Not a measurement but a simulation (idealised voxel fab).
Proc. module: voxel transistor to metal
In the cross-section labelled cut, the width is 275 nm and each square cell is 5 nm.
Heads up, the way a cross-section reads in here is a grid of square cells, handed over as bands from the top down, with every band being one or more rows of cells. Band: top height; bottom height; in nm. Then, left to right: material with width in nm, for each material. "edge to edge": a single material spanning edge to edge. "empty": empty space. The level at which height equals 0 is the one under which the wafer, as it arrives, is entirely one material. No lower edge exists for the bottom band, which continues downward and is notated as in "0 down". Note: "30..40" means the width goes from the first number (top row of the band) to the second number (bottom row) in equal steps per row of cells. "no alteration" for a step: no cell of the cross-section changed in that step. "Fully closed voids" specifies each empty space that is not open to the top and that occupies no fewer than 8 cells, using the form width x height at distance, the distance measured from the left edge and all three quantities in nm. On each step's line, the part that comes after the settings is the simulator's own comment on the step. overlay nm: how far to the right of its planned place the mask lay on this masked step (negative: to the left).
# Process steps - plan
1. RECEIVE [material Si]
2. CONFORMAL_DEP [material SiO2] [thk nm 5]
3. CONFORMAL_DEP [material SiN] [thk nm 10]
4. DIRECTIONAL_DEP [material aC] [thk nm 10]
5. PATTERN [tone cover] [mask id ACTIVE] [material resist] [width nm 105] [pitch nm 125] [thk nm 30] [overlay nm 0]
6. DIRECTIONAL_ETCH [etch materials aC] [depth nm 10]
7. STRIP [etch materials resist]
8. DIRECTIONAL_ETCH [etch materials SiN] [depth nm 10]
9. DIRECTIONAL_ETCH [etch materials SiO2] [depth nm 5]
10. DIRECTIONAL_ETCH [etch materials Si] [depth nm 20]
11. STRIP [etch materials aC]
12. OXIDIZE [depth nm 5]
13. FILL_DEP [material SiO2] [thk nm 15]
14. CMP [height nm 15]
15. SELECTIVE_ETCH [etch materials SiO2] [depth nm 10]
16. STRIP [etch materials SiN]
17. SELECTIVE_ETCH [etch materials SiO2] [depth nm 5]
18. OXIDIZE [depth nm 5]
19. DIRECTIONAL_DEP [material polySi] [thk nm 25]
20. DIRECTIONAL_DEP [material SiCN] [thk nm 15]
21. PATTERN [tone cover] [mask id GATE] [material resist] [width nm 25] [pitch nm 125] [thk nm 15] [overlay nm 0]
22. DIRECTIONAL_ETCH [etch materials SiCN] [depth nm 25]
23. DIRECTIONAL_ETCH [etch materials polySi] [depth nm 35]
24. STRIP [etch materials resist]
25. CONFORMAL_DEP [material SiO2] [thk nm 5]
26. DIRECTIONAL_ETCH [etch materials SiO2] [depth nm 5]
27. CONFORMAL_DEP [material SiN] [thk nm 10]
28. DIRECTIONAL_ETCH [etch materials SiN] [depth nm 10]
29. DIRECTIONAL_ETCH [etch materials SiO2] [depth nm 5]
30. EPI [material SiGe] [thk nm 5]
31. FILL_DEP [material SiO2] [thk nm 10]
32. CMP [height nm 25]
33. STRIP [etch materials polySi]
34. SELECTIVE_ETCH [etch materials SiO2] [depth nm 5]
35. CONFORMAL_DEP [material HfO2] [thk nm 5]
36. CONFORMAL_DEP [material TiN] [thk nm 5]
37. FILL_DEP [material W] [thk nm 5]
38. CMP [height nm 20]
39. DIRECTIONAL_DEP [material SiO2] [thk nm 10]
40. MASKED_ETCH [tone open] [mask id CONTACT] [width nm 15] [etch materials SiO2] [depth nm 30] [overlay nm 0]
41. CONFORMAL_DEP [material TiN] [thk nm 5]
42. FILL_DEP [material Ru] [thk nm 5]
43. CMP [height nm 30]
44. DIRECTIONAL_DEP [material TiN] [thk nm 5]
45. DIRECTIONAL_DEP [material Ru] [thk nm 25]
46. PATTERN [tone cover] [mask id METAL_1] [material resist] [width nm 15] [thk nm 20] [overlay nm 0]
47. DIRECTIONAL_ETCH [etch materials Ru] [depth nm 25]
48. DIRECTIONAL_ETCH [etch materials TiN] [depth nm 5]
49. STRIP [etch materials resist]
50. FILL_DEP [material lowk] [thk nm 5]
51. CMP [height nm 60]
52. CONFORMAL_DEP [material SiN] [thk nm 5]
# Shown in cross-section is the wafer as received, that is, as it stands after step 1
    0 down = Si edge to edge
    Fully closed voids: none
# The cross-section shown corresponds to the wafer at the conclusion of the module. The initial structure and the process plan are those presented above; however, one mistake occurred in executing the plan
    65 to 60 = SiN edge to edge
    60 to 55 = lowk: 25; TiN: 15; lowk: 65; TiN: 15; lowk: 30; TiN: 15; lowk: 65; TiN: 15; lowk: 30
    55 to 30 = Ru edge to edge
    30 to 20 = SiO2: 25; TiN: 5; Ru: 5; TiN: 5; SiO2: 65; TiN: 5; Ru: 5; TiN: 5; SiO2: 30; TiN: 5; Ru: 5; TiN: 5; SiO2: 65; TiN: 5; Ru: 5; TiN: 5; SiO2: 30
    20 to 5 = SiO2: 25; TiN: 5; Ru: 5; TiN: 5; SiO2: 5; SiN: 10; HfO2: 5; TiN: 5; W: 15; TiN: 5; HfO2: 5; SiN: 10; SiO2: 5; TiN: 5; Ru: 5; TiN: 5; SiO2: 30; TiN: 5; Ru: 5; TiN: 5; SiO2: 5; SiN: 10; HfO2: 5; TiN: 5; W: 15; TiN: 5; HfO2: 5; SiN: 10; SiO2: 5; TiN: 5; Ru: 5; TiN: 5; SiO2: 30
    5 to 0 = SiO2: 25; TiN: 15; SiO2: 5; SiN: 10; HfO2: 5; TiN: 25; HfO2: 5; SiN: 10; SiO2: 5; TiN: 15; SiO2: 30; TiN: 15; SiO2: 5; SiN: 10; HfO2: 5; TiN: 25; HfO2: 5; SiN: 10; SiO2: 5; TiN: 15; SiO2: 30
    0 to -5 = SiO2: 20; SiGe: 25; SiO2: 10; HfO2: 35; SiO2: 10; SiGe: 25; SiO2: 20; SiGe: 25; SiO2: 10; HfO2: 35; SiO2: 10; SiGe: 25; SiO2: 25
    -5 to -25 = SiO2: 25; Si: 95; SiO2: 30; Si: 95; SiO2: 30
    -25 down = Si edge to edge
    Fully closed voids: none
Processing error: steps 44 and 45 were swapped
